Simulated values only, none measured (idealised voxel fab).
Process module, titled voxel ribs on slabs
Section cut is 150 nm wide and gridded with 5 nm square cells.
Throughout this document, each cross-section is represented as a grid of square cells and is presented as a sequence of bands enumerated from the top downward, where a band comprises one or more rows of cells. A band entry consists of two parts. The first gives the height of the band's top and the height of its bottom, in nm. The rest lists the band's materials from left to right, each with its width in nm. A single material labelled with the word "all across" fills the band from edge to edge, and the word "blank" marks empty space. Height is counted from the level 0, under which the received wafer is composed throughout of one material. The lowest of the bands is not closed at the bottom but continues downward, in the notation "0 and below". A width given as "30 to 40" starts at the first number in the band's top row and ends at the second number in its bottom row, shifting by an equal amount at every step from row to row. "left unchanged" (step): cross-section cells unchanged, all of them. Enclosed voids (no open way to top), threshold 8 cells or more, entry "Enclosed void catalog", notation width x height at distance, distance from left edge, nm. Step line, after settings: the simulator's comment on this step. A step line may carry the setting "overlay nm", which, for steps involving a mask, states the distance by which the mask lay to the right of its intended position; negative values denote displacement to the left.

Process steps (planned):
1 RECEIVE [material Si]
2 DIRECTIONAL_DEP [material SiO2] [thk nm 25]
3 DIRECTIONAL_DEP [material polySi] [thk nm 15]
4 DIRECTIONAL_DEP [material aC] [thk nm 15]
5 PATTERN [tone cover] [mask id RIB] [material resist] [width nm 20] [thk nm 30] [overlay nm 0]
6 DIRECTIONAL_ETCH [etch materials aC] [depth nm 15]
7 STRIP [etch materials resist]
8 DIRECTIONAL_ETCH [etch materials polySi] [depth nm 5]
9 STRIP [etch materials aC]
10 MASKED_ETCH [tone cover] [mask id SLAB] [width nm 70] [etch materials polySi] [depth nm 10] [overlay nm 0]
11 FILL_DEP [material SiO2] [thk nm 30]
12 CMP [height nm 60]
13 DIRECTIONAL_DEP [material TiN] [thk nm 10]
14 PATTERN [tone cover] [mask id HEATER] [material resist] [width nm 30] [thk nm 15] [overlay nm 0]
15 DIRECTIONAL_ETCH [etch materials TiN] [depth nm 10]
16 STRIP [etch materials resist]
17 CONFORMAL_DEP [material SiO2] [thk nm 10]

The first of a set of two wafers, run to plan:

Cross-section, incoming material, after step 1:
0 and below  Si all across
Enclosed void catalog: none

Wafer after step 2 (cross-section):
25 down to 0  SiO2 all across
Beneath the level 0, the cross-section is identical to its previous state.

Wafer after step 3 (cross-section):
40 down to 25  polySi all across
Beneath the level 25, the cross-section is identical to its previous state.

Wafer after step 4 (cross-section):
55 down to 40  aC all across
Beneath the level 40, the cross-section is identical to its previous state.

Wafer after step 5 (cross-section):
85 down to 55  65 of blank | 20 of resist | 65 of blank
Beneath the level 55, the cross-section is identical to its previous state.

Wafer after step 6 (cross-section):
70 down to 55  65 of blank | 20 of resist | 65 of blank
55 down to 40  65 of blank | 20 of aC | 65 of blank
Beneath the level 40, the cross-section is identical to its previous state.

Wafer after step 7 (cross-section):
55 down to 40  65 of blank | 20 of aC | 65 of blank
Beneath the level 40, the cross-section is identical to its previous state.

Wafer after step 8 (cross-section):
55 down to 40  65 of blank | 20 of aC | 65 of blank
40 down to 35  65 of blank | 20 of polySi | 65 of blank
Beneath the level 35, the cross-section is identical to its previous state.

Wafer after step 9 (cross-section):
40 down to 35  65 of blank | 20 of polySi | 65 of blank
Beneath the level 35, the cross-section is identical to its previous state.

Wafer after step 10 (cross-section):
40 down to 35  65 of blank | 20 of polySi | 65 of blank
35 down to 25  40 of blank | 70 of polySi | 40 of blank
Beneath the level 25, the cross-section is identical to its previous state.

Wafer after step 11 (cross-section):
70 down to 40  SiO2 all across
40 down to 35  65 of SiO2 | 20 of polySi | 65 of SiO2
35 down to 25  40 of SiO2 | 70 of polySi | 40 of SiO2
Beneath the level 25, the cross-section is identical to its previous state.

Wafer after step 12 (cross-section):
60 down to 40  SiO2 all across
Beneath the level 40, the cross-section is identical to its previous state.

Wafer after step 13 (cross-section):
70 down to 60  TiN all across
Beneath the level 60, the cross-section is identical to its previous state.

Wafer after step 14 (cross-section):
85 down to 70  60 of blank | 30 of resist | 60 of blank
Beneath the level 70, the cross-section is identical to its previous state.

Wafer after step 15 (cross-section):
85 down to 70  60 of blank | 30 of resist | 60 of blank
70 down to 60  60 of blank | 30 of TiN | 60 of blank
Beneath the level 60, the cross-section is identical to its previous state.

Wafer after step 16 (cross-section):
70 down to 60  60 of blank | 30 of TiN | 60 of blank
Beneath the level 60, the cross-section is identical to its previous state.

Wafer after step 17 (cross-section):
80 down to 70  50 of blank | 50 of SiO2 | 50 of blank
70 down to 60  60 of SiO2 | 30 of TiN | 60 of SiO2
Beneath the level 60, the cross-section is identical to its previous state.

Wafer two: like wafer one in start and plan, but with one mistake in execution; identical up to and including step 1:

Cross-section: second wafer, time at which step 2 was scheduled to end:
25 down to 0  aC all across
Beneath the level 0, the cross-section is identical to its previous state.

Cross-section: second wafer, time at which step 3 was scheduled to end:
40 down to 25  polySi all across
Beneath the level 25, the cross-section is identical to its previous state.

Cross-section: second wafer, time at which step 4 was scheduled to end:
55 down to 40  aC all across
Beneath the level 40, the cross-section is identical to its previous state.

Cross-section: second wafer, time at which step 5 was scheduled to end:
85 down to 55  65 of blank | 20 of resist | 65 of blank
Beneath the level 55, the cross-section is identical to its previous state.

Cross-section: second wafer, time at which step 6 was scheduled to end:
70 down to 55  65 of blank | 20 of resist | 65 of blank
55 down to 40  65 of blank | 20 of aC | 65 of blank
Beneath the level 40, the cross-section is identical to its previous state.

Cross-section: second wafer, time at which step 7 was scheduled to end:
55 down to 40  65 of blank | 20 of aC | 65 of blank
Beneath the level 40, the cross-section is identical to its previous state.

Cross-section: second wafer, time at which step 8 was scheduled to end:
55 down to 40  65 of blank | 20 of aC | 65 of blank
40 down to 35  65 of blank | 20 of polySi | 65 of blank
Beneath the level 35, the cross-section is identical to its previous state.

Cross-section: second wafer, time at which step 9 was scheduled to end:
40 down to 35  65 of blank | 20 of polySi | 65 of blank
Beneath the level 35, the cross-section is identical to its previous state.

Cross-section: second wafer, time at which step 10 was scheduled to end:
40 down to 35  65 of blank | 20 of polySi | 65 of blank
35 down to 25  40 of blank | 70 of polySi | 40 of blank
Beneath the level 25, the cross-section is identical to its previous state.

Cross-section: second wafer, time at which step 11 was scheduled to end:
70 down to 40  SiO2 all across
40 down to 35  65 of SiO2 | 20 of polySi | 65 of SiO2
35 down to 25  40 of SiO2 | 70 of polySi | 40 of SiO2
Beneath the level 25, the cross-section is identical to its previous state.

Cross-section: second wafer, time at which step 12 was scheduled to end:
60 down to 40  SiO2 all across
Beneath the level 40, the cross-section is identical to its previous state.

Cross-section: second wafer, time at which step 13 was scheduled to end:
70 down to 60  TiN all across
Beneath the level 60, the cross-section is identical to its previous state.

Cross-section: second wafer, time at which step 14 was scheduled to end:
85 down to 70  60 of blank | 30 of resist | 60 of blank
Beneath the level 70, the cross-section is identical to its previous state.

Cross-section: second wafer, time at which step 15 was scheduled to end:
85 down to 70  60 of blank | 30 of resist | 60 of blank
70 down to 60  60 of blank | 30 of TiN | 60 of blank
Beneath the level 60, the cross-section is identical to its previous state.

Cross-section: second wafer, time at which step 16 was scheduled to end:
70 down to 60  60 of blank | 30 of TiN | 60 of blank
Beneath the level 60, the cross-section is identical to its previous state.

Cross-section: second wafer, time at which step 17 was scheduled to end:
80 down to 70  50 of blank | 50 of SiO2 | 50 of blank
70 down to 60  60 of SiO2 | 30 of TiN | 60 of SiO2
Beneath the level 60, the cross-section is identical to its previous state.
Nonconformance to the process plan: for step 2, the planned setting was not used; the step was instead run as DIRECTIONAL_DEP [material aC] [thk nm 25]
Final cells, second wafer relative to first, materials higher or lower: SiO2 -150 | aC +150
